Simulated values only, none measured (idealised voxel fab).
Proc. module: voxel wiring stack
Pictured: cross-section cut, 265 nm wide, on a grid of 5 nm square cells.
Bands, listed from the top down, are how a cross-section gets written in this document; the cross-section itself is a grid of square cells, and a band is one or more rows of them. The band entry comprises the height of the band's top followed by the height of its bottom, expressed in nm, and subsequently the band's materials from left to right, each stated together with its width in nm. Where a single material is marked with the word "throughout", that material fills the band from edge to edge. The word "air" represents empty space. Height datum 0, below which the as-received substrate wafer is one material. Lowest band open at the bottom, running downward: "top 0, no bottom". The width entry "30..40" should be interpreted row by row: the top row of cells in the band takes the first number, the bottom row takes the second number, and the change between adjacent rows is uniform throughout. Where a step carries "nothing changed", the cross-section came out of it unchanged, cell for cell. Heads up: "Unvented internal voids" only lists the empty pockets with no open path to the top that are 8 cells or more, and it writes them as width x height at distance, distance from the left edge, in nm. Read whatever lies past the settings on a step's line as the simulator's own remark about the step. A step line may carry the setting "overlay nm", which, for steps involving a mask, states the distance by which the mask lay to the right of its intended position; negative values denote displacement to the left.

# Below is the list of planned process steps
1. RECEIVE [material Si]
2. CONFORMAL_DEP [material SiO2] [thk nm 10]
3. CONFORMAL_DEP [material SiN] [thk nm 5]
4. DIRECTIONAL_DEP [material SiO2] [thk nm 15]
5. DIRECTIONAL_DEP [material aC] [thk nm 10]
6. PATTERN [tone open] [mask id METAL_1] [material resist] [width nm 20] [pitch nm 45] [thk nm 25] [overlay nm 0]
7. DIRECTIONAL_ETCH [etch materials aC] [depth nm 10]
8. STRIP [etch materials resist]
9. DIRECTIONAL_ETCH [etch materials SiO2] [depth nm 15]
10. DIRECTIONAL_ETCH [etch materials SiN] [depth nm 5]
11. STRIP [etch materials aC]
12. CONFORMAL_DEP [material TiN] [thk nm 5]
13. FILL_DEP [material W] [thk nm 10]
14. CMP [height nm 30]
15. CONFORMAL_DEP [material SiCN] [thk nm 5]
16. DIRECTIONAL_DEP [material SiO2] [thk nm 35]
17. DIRECTIONAL_DEP [material aC] [thk nm 10]
18. PATTERN [tone open] [mask id METAL_2_HOLES] [material resist] [width nm 15] [pitch nm 90] [thk nm 30] [overlay nm 0]
19. DIRECTIONAL_ETCH [etch materials aC] [depth nm 10]
20. STRIP [etch materials resist]
21. DIRECTIONAL_ETCH [etch materials SiO2] [depth nm 35]
22. STRIP [etch materials aC]
23. MASKED_ETCH [tone open] [mask id METAL_2] [width nm 20] [pitch nm 45] [etch materials SiO2] [depth nm 20] [overlay nm 0]
24. MASKED_ETCH [tone open] [mask id METAL_2] [width nm 20] [pitch nm 45] [etch materials SiCN] [depth nm 5] [overlay nm 0]
25. CONFORMAL_DEP [material TiN] [thk nm 5]
26. FILL_DEP [material Cu] [thk nm 10]
27. CMP [height nm 70]
28. CONFORMAL_DEP [material SiCN] [thk nm 5]
29. DIRECTIONAL_DEP [material lowk] [thk nm 25]
30. PATTERN [tone open] [mask id METAL_3] [material resist] [width nm 20] [pitch nm 45] [thk nm 20] [overlay nm 0]
31. DIRECTIONAL_ETCH [etch materials lowk] [depth nm 15]
32. STRIP [etch materials resist]
33. MASKED_ETCH [tone open] [mask id METAL_3_HOLES] [width nm 15] [pitch nm 45] [etch materials lowk] [depth nm 10] [overlay nm 0]
34. MASKED_ETCH [tone open] [mask id METAL_3_HOLES] [width nm 15] [pitch nm 45] [etch materials SiCN] [depth nm 5] [overlay nm 0]
35. CONFORMAL_DEP [material TiN] [thk nm 5]
36. FILL_DEP [material Cu] [thk nm 10]
37. CMP [height nm 100]
38. CONFORMAL_DEP [material SiCN] [thk nm 5]
39. DIRECTIONAL_DEP [material lowk] [thk nm 25]
40. MASKED_ETCH [tone open] [mask id METAL_4_HOLES] [width nm 15] [pitch nm 45] [etch materials lowk] [depth nm 25] [overlay nm 0]
41. MASKED_ETCH [tone open] [mask id METAL_4] [width nm 20] [pitch nm 45] [etch materials lowk] [depth nm 15] [overlay nm 0]
42. MASKED_ETCH [tone open] [mask id METAL_4] [width nm 20] [pitch nm 45] [etch materials SiCN] [depth nm 5] [overlay nm 0]
43. CONFORMAL_DEP [material TiN] [thk nm 5]
44. FILL_DEP [material Ru] [thk nm 10]
45. CMP [height nm 130]
46. CONFORMAL_DEP [material SiCN] [thk nm 5]

# Wafer as received: cross-section following step 1
    top 0, no bottom  Si throughout
    Unvented internal voids: none

# This is how the wafer looks in cross-section once the module is done, given the starting state and plan above and one mistake in carrying the plan out
    top 135, bottom 130  SiCN throughout
    top 130, bottom 120  lowk=55; TiN=5; Ru=10; TiN=5; lowk=25; TiN=5; Ru=10; TiN=5; lowk=25; TiN=5; Ru=10; TiN=5; lowk=25; TiN=5; Ru=10; TiN=5; lowk=55
    top 120, bottom 115  lowk=55; TiN=5; Ru=5; TiN=10; lowk=25; TiN=5; Ru=5; TiN=10; lowk=25; TiN=5; Ru=5; TiN=10; lowk=25; TiN=5; Ru=5; TiN=10; lowk=55
    top 115, bottom 105  lowk=55; TiN=5; Ru=5; TiN=5; lowk=30; TiN=5; Ru=5; TiN=5; lowk=30; TiN=5; Ru=5; TiN=5; lowk=30; TiN=5; Ru=5; TiN=5; lowk=60
    top 105, bottom 100  SiCN=55; TiN=15; SiCN=30; TiN=15; SiCN=30; TiN=15; SiCN=30; TiN=15; SiCN=60
    top 100, bottom 90  lowk=55; TiN=5; Cu=10; TiN=5; lowk=25; TiN=5; Cu=10; TiN=5; lowk=25; TiN=5; Cu=10; TiN=5; lowk=25; TiN=5; Cu=10; TiN=5; lowk=55
    top 90, bottom 85  lowk=55; TiN=5; Cu=5; TiN=10; lowk=25; TiN=5; Cu=5; TiN=10; lowk=25; TiN=5; Cu=5; TiN=10; lowk=25; TiN=5; Cu=5; TiN=10; lowk=55
    top 85, bottom 75  lowk=55; TiN=5; Cu=5; TiN=5; lowk=30; TiN=5; Cu=5; TiN=5; lowk=30; TiN=5; Cu=5; TiN=5; lowk=30; TiN=5; Cu=5; TiN=5; lowk=60
    top 75, bottom 65  SiCN=55; TiN=15..20; SiCN=30..25; TiN=15..20; SiCN=30..25; TiN=15..20; SiCN=30..25; TiN=15..20; SiCN=60..55
    top 65, bottom 30  SiO2 throughout
    top 30, bottom 15  SiO2=55; TiN=5; W=10; TiN=5; SiO2=25; TiN=5; W=10; TiN=5; SiO2=25; TiN=5; W=10; TiN=5; SiO2=25; TiN=5; W=10; TiN=5; SiO2=55
    top 15, bottom 10  SiN=55; TiN=20; SiN=25; TiN=20; SiN=25; TiN=20; SiN=25; TiN=20; SiN=55
    top 10, bottom 0  SiO2 throughout
    top 0, no bottom  Si throughout
    Unvented internal voids: none
Misprocessing identified: the run placed steps 15 and 16 each in the position the plan gave to the other
